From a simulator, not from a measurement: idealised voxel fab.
process module | voxel air gaps
cross-section cut | 285 nm wide | cells 5 nm
A cross-section is a grid of square cells, given in bands from the top down. A band is one or more rows of cells.
Each band's line starts with the height of the band's top and of its bottom, in nm. Then come its materials from left to right, each with its width in nm. One material with "throughout" fills the band from edge to edge. "air" is empty space.
Height 0 is the level under which the wafer as received is all one material. The lowest band goes on downwards, as in "0 down".
A width such as "30 to 40" changes by the same amount from each row of cells to the next, from the band's top row to its bottom row.
"no change" after a step means that no cell of the cross-section changed.
closed voids: empty space of 8 cells or more with no open way to the top, each as width x height at its distance from the left edge, in nm
after a step's settings: what the simulator itself notes on the step
overlay nm, on a step with a mask: how far to the right of its planned place the mask lay; to the left if negative
plan
1 op RECEIVE | material Si
2 op CONFORMAL_DEP | material SiO2 | thk nm 15
3 op CONFORMAL_DEP | material SiN | thk nm 5
4 op DIRECTIONAL_DEP | material SiO2 | thk nm 35
5 op PATTERN | tone open | mask id LINES | material resist | width nm 25 | pitch nm 50 | thk nm 20 | overlay nm 0
6 op DIRECTIONAL_ETCH | etch materials SiO2 | depth nm 35
7 op STRIP | etch materials resist
8 op CONFORMAL_DEP | material TiN | thk nm 5
9 op FILL_DEP | material W | thk nm 5
10 op CMP | height nm 55
11 op EPI | material Ru | thk nm 10
12 op SELECTIVE_ETCH | etch materials SiO2 | depth nm 45
13 op CONFORMAL_DEP | material SiCN | thk nm 5
as received, after step 1
  0 down: Si throughout
  closed voids: none
first wafer at the end, as planned
  70 to 65: air 65 | SiCN 155 | air 65
  65 to 55: air 65 | SiCN 5 | Ru 45 | SiCN 5 | Ru 45 | SiCN 5 | Ru 45 | SiCN 5 | air 65
  55 to 50: air 65 | SiCN 15 | TiN 5 | W 15 | TiN 5 | SiCN 25 | TiN 5 | W 15 | TiN 5 | SiCN 25 | TiN 5 | W 15 | TiN 5 | SiCN 15 | air 65
  50 to 25: air 75 | SiCN 5 | TiN 5 | W 15 | TiN 5 | SiCN 5 | air 15 | SiCN 5 | TiN 5 | W 15 | TiN 5 | SiCN 5 | air 15 | SiCN 5 | TiN 5 | W 15 | TiN 5 | SiCN 5 | air 75
  25 to 20: SiCN 80 | TiN 25 | SiCN 25 | TiN 25 | SiCN 25 | TiN 25 | SiCN 80
  20 to 15: SiN throughout
  15 to 0: SiO2 throughout
  0 down: Si throughout
  closed voids: 15 x 25 at 110; 15 x 25 at 160
second wafer at the end: like start, like plan, one mistake
  70 to 65: air 65 | SiCN 155 | air 65
  65 to 55: air 65 | SiCN 5 | Ru 45 | SiCN 5 | Ru 45 | SiCN 5 | Ru 45 | SiCN 5 | air 65
  55 to 50: air 65 | SiCN 15 | TiN 5 | W 15 | TiN 5 | SiCN 25 | TiN 5 | W 15 | TiN 5 | SiCN 25 | TiN 5 | W 15 | TiN 5 | SiCN 15 | air 65
  50 to 35: air 75 | SiCN 5 | TiN 5 | W 15 | TiN 5 | SiCN 5 | air 15 | SiCN 5 | TiN 5 | W 15 | TiN 5 | SiCN 5 | air 15 | SiCN 5 | TiN 5 | W 15 | TiN 5 | SiCN 5 | air 75
  35 to 30: SiCN 80 | TiN 25 | SiCN 25 | TiN 25 | SiCN 25 | TiN 25 | SiCN 80
  30 to 15: SiN throughout
  15 to 0: SiO2 throughout
  0 down: Si throughout
  closed voids: 15 x 15 at 110; 15 x 15 at 160
what went wrong: step 3 ran as: op CONFORMAL_DEP | material SiN | thk nm 15
at the end the second wafer has, in cells: 12 fewer of SiCN | 114 more of SiN | 12 fewer of TiN | 18 fewer of W
